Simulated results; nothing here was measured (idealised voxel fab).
Module name: voxel self aligned vias (process module)
cross-section cut | 270 nm wide | cells 5 nm
We lay out every cross-section as a grid of square cells and spell it out in bands from the top down, where one band means one or more rows of cells. Per band: top height and bottom height in nm, followed by the left-to-right materials and their widths in nm; "throughout" marks a single material spanning edge to edge, "air" marks empty space. It should be noted that heights are counted from 0, beneath which the wafer as supplied is of one material throughout, and that the lowest band possesses no lower boundary but continues downward, as written in "top 0, no bottom". Width: "30->40" (first number = top row, second number = bottom row, same change from row to row of cells). "nothing changed" after a step means that no cell of the cross-section changed. Listed in "Completely enclosed voids": every empty space of 8 or more cells without an open way to the top. Form: width x height at distance, the distance being from the left edge, all in nm. Text after the settings on a step's line: the simulator's own remark on that step. overlay nm: how far to the right of its planned place the mask lay on this masked step (negative: to the left).

-- The following list gives the planned process steps
1) RECEIVE,material Si
2) CONFORMAL_DEP,material SiO2,thk nm 15
3) CONFORMAL_DEP,material SiCN,thk nm 5
4) DIRECTIONAL_DEP,material SiO2,thk nm 25
5) DIRECTIONAL_DEP,material aC,thk nm 15
6) PATTERN,tone open,mask id LINES,material resist,width nm 25,pitch nm 65,thk nm 35,overlay nm 0
7) DIRECTIONAL_ETCH,etch materials aC,depth nm 15
8) STRIP,etch materials resist
9) DIRECTIONAL_ETCH,etch materials SiO2,depth nm 25
10) STRIP,etch materials aC
11) CONFORMAL_DEP,material TiN,thk nm 5
12) FILL_DEP,material W,thk nm 10
13) CMP,height nm 45
14) SELECTIVE_ETCH,etch materials W Ru TiN,depth nm 10
15) FILL_DEP,material SiN,thk nm 10
16) CMP,height nm 45
17) DIRECTIONAL_DEP,material SiO2,thk nm 20
18) DIRECTIONAL_DEP,material aC,thk nm 15
19) PATTERN,tone open,mask id VIAS,material resist,width nm 35,pitch nm 65,thk nm 35,overlay nm 0
20) DIRECTIONAL_ETCH,etch materials aC,depth nm 15
21) STRIP,etch materials resist
22) DIRECTIONAL_ETCH,etch materials SiO2,depth nm 20
23) DIRECTIONAL_ETCH,etch materials SiN,depth nm 10
24) STRIP,etch materials aC
25) CONFORMAL_DEP,material TiN,thk nm 5
26) FILL_DEP,material W,thk nm 10
27) CMP,height nm 65
28) CONFORMAL_DEP,material SiN,thk nm 5

-- The following pertains to the first of two wafers, which was processed as planned

-- Here's what the wafer looked like in cross-section when it arrived - that's after step 1
* top 0, no bottom = Si throughout
* Completely enclosed voids: none

-- Cross-section: wafer state after step 2
* top 15, bottom 0 = SiO2 throughout
* Note: structure below 0 unchanged.

-- Cross-section: wafer state after step 3
* top 20, bottom 15 = SiCN throughout
* Note: structure below 15 unchanged.

-- Cross-section: wafer state after step 4
* top 45, bottom 20 = SiO2 throughout
* Note: structure below 20 unchanged.

-- Cross-section: wafer state after step 5
* top 60, bottom 45 = aC throughout
* Note: structure below 45 unchanged.

-- Cross-section: wafer state after step 6
* top 95, bottom 60 = 90 nm resist / 25 nm air / 40 nm resist / 25 nm air / 90 nm resist
* Note: structure below 60 unchanged.

-- Cross-section: wafer state after step 7
* top 80, bottom 60 = 90 nm resist / 25 nm air / 40 nm resist / 25 nm air / 90 nm resist
* top 60, bottom 45 = 90 nm aC / 25 nm air / 40 nm aC / 25 nm air / 90 nm aC
* Note: structure below 45 unchanged.

-- Cross-section: wafer state after step 8
* top 60, bottom 45 = 90 nm aC / 25 nm air / 40 nm aC / 25 nm air / 90 nm aC
* Note: structure below 45 unchanged.

-- Cross-section: wafer state after step 9
* top 60, bottom 45 = 90 nm aC / 25 nm air / 40 nm aC / 25 nm air / 90 nm aC
* top 45, bottom 20 = 90 nm SiO2 / 25 nm air / 40 nm SiO2 / 25 nm air / 90 nm SiO2
* Note: structure below 20 unchanged.

-- Cross-section: wafer state after step 10
* top 45, bottom 20 = 90 nm SiO2 / 25 nm air / 40 nm SiO2 / 25 nm air / 90 nm SiO2
* Note: structure below 20 unchanged.

-- Cross-section: wafer state after step 11
* top 50, bottom 45 = 95 nm TiN / 15 nm air / 50 nm TiN / 15 nm air / 95 nm TiN
* top 45, bottom 25 = 90 nm SiO2 / 5 nm TiN / 15 nm air / 5 nm TiN / 40 nm SiO2 / 5 nm TiN / 15 nm air / 5 nm TiN / 90 nm SiO2
* top 25, bottom 20 = 90 nm SiO2 / 25 nm TiN / 40 nm SiO2 / 25 nm TiN / 90 nm SiO2
* Note: structure below 20 unchanged.

-- Cross-section: wafer state after step 12
* top 60, bottom 50 = W throughout
* top 50, bottom 45 = 95 nm TiN / 15 nm W / 50 nm TiN / 15 nm W / 95 nm TiN
* top 45, bottom 25 = 90 nm SiO2 / 5 nm TiN / 15 nm W / 5 nm TiN / 40 nm SiO2 / 5 nm TiN / 15 nm W / 5 nm TiN / 90 nm SiO2
* Note: structure below 25 unchanged.

-- Cross-section: wafer state after step 13
* top 45, bottom 25 = 90 nm SiO2 / 5 nm TiN / 15 nm W / 5 nm TiN / 40 nm SiO2 / 5 nm TiN / 15 nm W / 5 nm TiN / 90 nm SiO2
* Note: structure below 25 unchanged.

-- Cross-section: wafer state after step 14
* top 45, bottom 35 = 90 nm SiO2 / 25 nm air / 40 nm SiO2 / 25 nm air / 90 nm SiO2
* Note: structure below 35 unchanged.

-- Cross-section: wafer state after step 15
* top 55, bottom 45 = SiN throughout
* top 45, bottom 35 = 90 nm SiO2 / 25 nm SiN / 40 nm SiO2 / 25 nm SiN / 90 nm SiO2
* Note: structure below 35 unchanged.

-- Cross-section: wafer state after step 16
* top 45, bottom 35 = 90 nm SiO2 / 25 nm SiN / 40 nm SiO2 / 25 nm SiN / 90 nm SiO2
* Note: structure below 35 unchanged.

-- Cross-section: wafer state after step 17
* top 65, bottom 45 = SiO2 throughout
* Note: structure below 45 unchanged.

-- Cross-section: wafer state after step 18
* top 80, bottom 65 = aC throughout
* Note: structure below 65 unchanged.

-- Cross-section: wafer state after step 19
* top 115, bottom 80 = 85 nm resist / 35 nm air / 30 nm resist / 35 nm air / 85 nm resist
* Note: structure below 80 unchanged.

-- Cross-section: wafer state after step 20
* top 100, bottom 80 = 85 nm resist / 35 nm air / 30 nm resist / 35 nm air / 85 nm resist
* top 80, bottom 65 = 85 nm aC / 35 nm air / 30 nm aC / 35 nm air / 85 nm aC
* Note: structure below 65 unchanged.

-- Cross-section: wafer state after step 21
* top 80, bottom 65 = 85 nm aC / 35 nm air / 30 nm aC / 35 nm air / 85 nm aC
* Note: structure below 65 unchanged.

-- Cross-section: wafer state after step 22
* top 80, bottom 65 = 85 nm aC / 35 nm air / 30 nm aC / 35 nm air / 85 nm aC
* top 65, bottom 45 = 85 nm SiO2 / 35 nm air / 30 nm SiO2 / 35 nm air / 85 nm SiO2
* Note: structure below 45 unchanged.

-- Cross-section: wafer state after step 23
* top 80, bottom 65 = 85 nm aC / 35 nm air / 30 nm aC / 35 nm air / 85 nm aC
* top 65, bottom 45 = 85 nm SiO2 / 35 nm air / 30 nm SiO2 / 35 nm air / 85 nm SiO2
* top 45, bottom 35 = 90 nm SiO2 / 25 nm air / 40 nm SiO2 / 25 nm air / 90 nm SiO2
* Note: structure below 35 unchanged.

-- Cross-section: wafer state after step 24
* top 65, bottom 45 = 85 nm SiO2 / 35 nm air / 30 nm SiO2 / 35 nm air / 85 nm SiO2
* Note: structure below 45 unchanged.

-- Cross-section: wafer state after step 25
* top 70, bottom 65 = 90 nm TiN / 25 nm air / 40 nm TiN / 25 nm air / 90 nm TiN
* top 65, bottom 50 = 85 nm SiO2 / 5 nm TiN / 25 nm air / 5 nm TiN / 30 nm SiO2 / 5 nm TiN / 25 nm air / 5 nm TiN / 85 nm SiO2
* top 50, bottom 40 = 85->90 nm SiO2 / 10->5 nm TiN / 15 nm air / 10->5 nm TiN / 30->40 nm SiO2 / 10->5 nm TiN / 15 nm air / 10->5 nm TiN / 85->90 nm SiO2
* top 40, bottom 35 = 90 nm SiO2 / 25 nm TiN / 40 nm SiO2 / 25 nm TiN / 90 nm SiO2
* Note: structure below 35 unchanged.

-- Cross-section: wafer state after step 26
* top 80, bottom 70 = W throughout
* top 70, bottom 65 = 90 nm TiN / 25 nm W / 40 nm TiN / 25 nm W / 90 nm TiN
* top 65, bottom 50 = 85 nm SiO2 / 5 nm TiN / 25 nm W / 5 nm TiN / 30 nm SiO2 / 5 nm TiN / 25 nm W / 5 nm TiN / 85 nm SiO2
* top 50, bottom 40 = 85->90 nm SiO2 / 10->5 nm TiN / 15 nm W / 10->5 nm TiN / 30->40 nm SiO2 / 10->5 nm TiN / 15 nm W / 10->5 nm TiN / 85->90 nm SiO2
* Note: structure below 40 unchanged.

-- Cross-section: wafer state after step 27
* top 65, bottom 50 = 85 nm SiO2 / 5 nm TiN / 25 nm W / 5 nm TiN / 30 nm SiO2 / 5 nm TiN / 25 nm W / 5 nm TiN / 85 nm SiO2
* Note: structure below 50 unchanged.

-- Cross-section: wafer state after step 28
* top 70, bottom 65 = SiN throughout
* Note: structure below 65 unchanged.

-- Second wafer. Start and plan as for the first. One mistake made in running. Agrees with the first up to and including step 18

-- Cross-section: second wafer, time at which step 19 was scheduled to end
* top 115, bottom 80 = 90 nm resist / 30 nm air / 35 nm resist / 30 nm air / 85 nm resist
* Note: structure below 80 unchanged.

-- Cross-section: second wafer, time at which step 20 was scheduled to end
* top 100, bottom 80 = 90 nm resist / 30 nm air / 35 nm resist / 30 nm air / 85 nm resist
* top 80, bottom 65 = 90 nm aC / 30 nm air / 35 nm aC / 30 nm air / 85 nm aC
* Note: structure below 65 unchanged.

-- Cross-section: second wafer, time at which step 21 was scheduled to end
* top 80, bottom 65 = 90 nm aC / 30 nm air / 35 nm aC / 30 nm air / 85 nm aC
* Note: structure below 65 unchanged.

-- Cross-section: second wafer, time at which step 22 was scheduled to end
* top 80, bottom 65 = 90 nm aC / 30 nm air / 35 nm aC / 30 nm air / 85 nm aC
* top 65, bottom 45 = 90 nm SiO2 / 30 nm air / 35 nm SiO2 / 30 nm air / 85 nm SiO2
* Note: structure below 45 unchanged.

-- Cross-section: second wafer, time at which step 23 was scheduled to end
* top 80, bottom 65 = 90 nm aC / 30 nm air / 35 nm aC / 30 nm air / 85 nm aC
* top 65, bottom 45 = 90 nm SiO2 / 30 nm air / 35 nm SiO2 / 30 nm air / 85 nm SiO2
* top 45, bottom 35 = 90 nm SiO2 / 25 nm air / 40 nm SiO2 / 25 nm air / 90 nm SiO2
* Note: structure below 35 unchanged.

-- Cross-section: second wafer, time at which step 24 was scheduled to end
* top 65, bottom 45 = 90 nm SiO2 / 30 nm air / 35 nm SiO2 / 30 nm air / 85 nm SiO2
* Note: structure below 45 unchanged.

-- Cross-section: second wafer, time at which step 25 was scheduled to end
* top 70, bottom 65 = 95 nm TiN / 20 nm air / 45 nm TiN / 20 nm air / 90 nm TiN
* top 65, bottom 50 = 90 nm SiO2 / 5 nm TiN / 20 nm air / 5 nm TiN / 35 nm SiO2 / 5 nm TiN / 20 nm air / 5 nm TiN / 85 nm SiO2
* top 50, bottom 40 = 90 nm SiO2 / 5 nm TiN / 15 nm air / 10->5 nm TiN / 35->40 nm SiO2 / 5 nm TiN / 15 nm air / 10->5 nm TiN / 85->90 nm SiO2
* top 40, bottom 35 = 90 nm SiO2 / 25 nm TiN / 40 nm SiO2 / 25 nm TiN / 90 nm SiO2
* Note: structure below 35 unchanged.

-- Cross-section: second wafer, time at which step 26 was scheduled to end
* top 80, bottom 70 = W throughout
* top 70, bottom 65 = 95 nm TiN / 20 nm W / 45 nm TiN / 20 nm W / 90 nm TiN
* top 65, bottom 50 = 90 nm SiO2 / 5 nm TiN / 20 nm W / 5 nm TiN / 35 nm SiO2 / 5 nm TiN / 20 nm W / 5 nm TiN / 85 nm SiO2
* top 50, bottom 40 = 90 nm SiO2 / 5 nm TiN / 15 nm W / 10->5 nm TiN / 35->40 nm SiO2 / 5 nm TiN / 15 nm W / 10->5 nm TiN / 85->90 nm SiO2
* Note: structure below 40 unchanged.

-- Cross-section: second wafer, time at which step 27 was scheduled to end
* top 65, bottom 50 = 90 nm SiO2 / 5 nm TiN / 20 nm W / 5 nm TiN / 35 nm SiO2 / 5 nm TiN / 20 nm W / 5 nm TiN / 85 nm SiO2
* Note: structure below 50 unchanged.

-- Cross-section: second wafer, time at which step 28 was scheduled to end
* top 70, bottom 65 = SiN throughout
* Note: structure below 65 unchanged.
So what did we get wrong on this run? step 19 went in with a setting other than planned; the actual run was PATTERN,tone open,mask id VIAS,material resist,width nm 30,pitch nm 65,thk nm 35,overlay nm 0
Final comparison by cell count, materials where the second wafer has more or fewer than the first: SiO2: 8 more | TiN: 2 fewer | W: 6 fewer
